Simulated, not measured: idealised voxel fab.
Presented below is a process module, voxel gate over fins.
Shown is cross-section cut, with a width of 225 nm and square cells of size 5 nm.
Square cells in a grid make up a cross-section in this document, and the grid is given as bands, listed from the top down, each one or more rows of cells.
Top height, bottom height, nm. Materials left to right, width each, nm. Single material + "all across" = fills band edge to edge. "blank" = empty.
All heights in this document are referenced to 0, defined as the level beneath which the wafer, as received, consists entirely of one material. The lowest band is not bounded below; it extends indefinitely downward and is written in the form "0..down".
Top row gets the first number, bottom row gets the second, and each row in between changes by the same step: that is how a band width like "30->40" works.
Basically "everything unchanged" means that step didn't change any cell in the cross-section.
The label "Closed void register" introduces a list of the empty spaces, 8 cells or larger, that have no open way up to the top; each entry in it reads width x height at distance, where the distance is taken from the left edge and all three are stated in nm.
Post-settings text on a step line: simulator's own remark regarding the step.
On any step carrying a mask, the "overlay nm" setting, if present on the step's line, tells how far right of its planned place the mask lay; negative values point to the left.
The process steps that were planned are listed below
1 RECEIVE [material Si]
2 CONFORMAL_DEP [material SiN] [thk nm 10]
3 DIRECTIONAL_DEP [material aC] [thk nm 15]
4 PATTERN [tone cover] [mask id FINS] [material resist] [width nm 15] [pitch nm 35] [thk nm 30] [overlay nm 0]
5 DIRECTIONAL_ETCH [etch materials aC] [depth nm 15]
6 STRIP [etch materials resist]
7 DIRECTIONAL_ETCH [etch materials SiN] [depth nm 10]
8 DIRECTIONAL_ETCH [etch materials Si] [depth nm 40]
9 STRIP [etch materials aC]
10 OXIDIZE [depth nm 5]
11 FILL_DEP [material SiO2] [thk nm 10]
12 CMP [height nm 10]
13 SELECTIVE_ETCH [etch materials SiO2] [depth nm 20]
14 STRIP [etch materials SiN]
15 CONFORMAL_DEP [material HfO2] [thk nm 5]
16 CONFORMAL_DEP [material TiN] [thk nm 5]
17 CONFORMAL_DEP [material TiAl] [thk nm 5]
18 CONFORMAL_DEP [material TiN] [thk nm 5]
19 FILL_DEP [material W] [thk nm 10]
20 CMP [height nm 25]
21 CONFORMAL_DEP [material SiN] [thk nm 10]
Delivered wafer in cross-section: state after step 1
  0..down: Si all across
  Closed void register: none
Starting structure and process plan are as shown above, but one mistake was made in running the module; the wafer cross-section at the end of the module follows
  35..25: SiN all across
  25..20: W all across
  20..15: W=35 / TiN=150 / W=40
  15..10: W=35 / TiN=5 / TiAl=140 / TiN=5 / W=40
  10..5: TiN=40 / TiAl=5 / TiN=25 / TiAl=10 / TiN=25 / TiAl=10 / TiN=25 / TiAl=10 / TiN=25 / TiAl=5 / TiN=45
  5..0: TiAl=45 / TiN=5 / HfO2=15 / TiN=5 / TiAl=10 / TiN=5 / HfO2=15 / TiN=5 / TiAl=10 / TiN=5 / HfO2=15 / TiN=5 / TiAl=10 / TiN=5 / HfO2=15 / TiN=5 / TiAl=50
  0..-5: TiN=50 / HfO2=5 / Si=5 / HfO2=5 / TiN=20 / HfO2=5 / Si=5 / HfO2=5 / TiN=20 / HfO2=5 / Si=5 / HfO2=5 / TiN=20 / HfO2=5 / Si=5 / HfO2=5 / TiN=55
  -5..-10: HfO2=55 / Si=5 / HfO2=30 / Si=5 / HfO2=30 / Si=5 / HfO2=30 / Si=5 / HfO2=60
  -10..-40: SiO2=55 / Si=5 / SiO2=30 / Si=5 / SiO2=30 / Si=5 / SiO2=30 / Si=5 / SiO2=60
  -40..down: Si all across
  Closed void register: none
Deviation from plan: note that step 8 departed from the planned setting and was carried out as DIRECTIONAL_ETCH [etch materials Si] [depth nm 35]
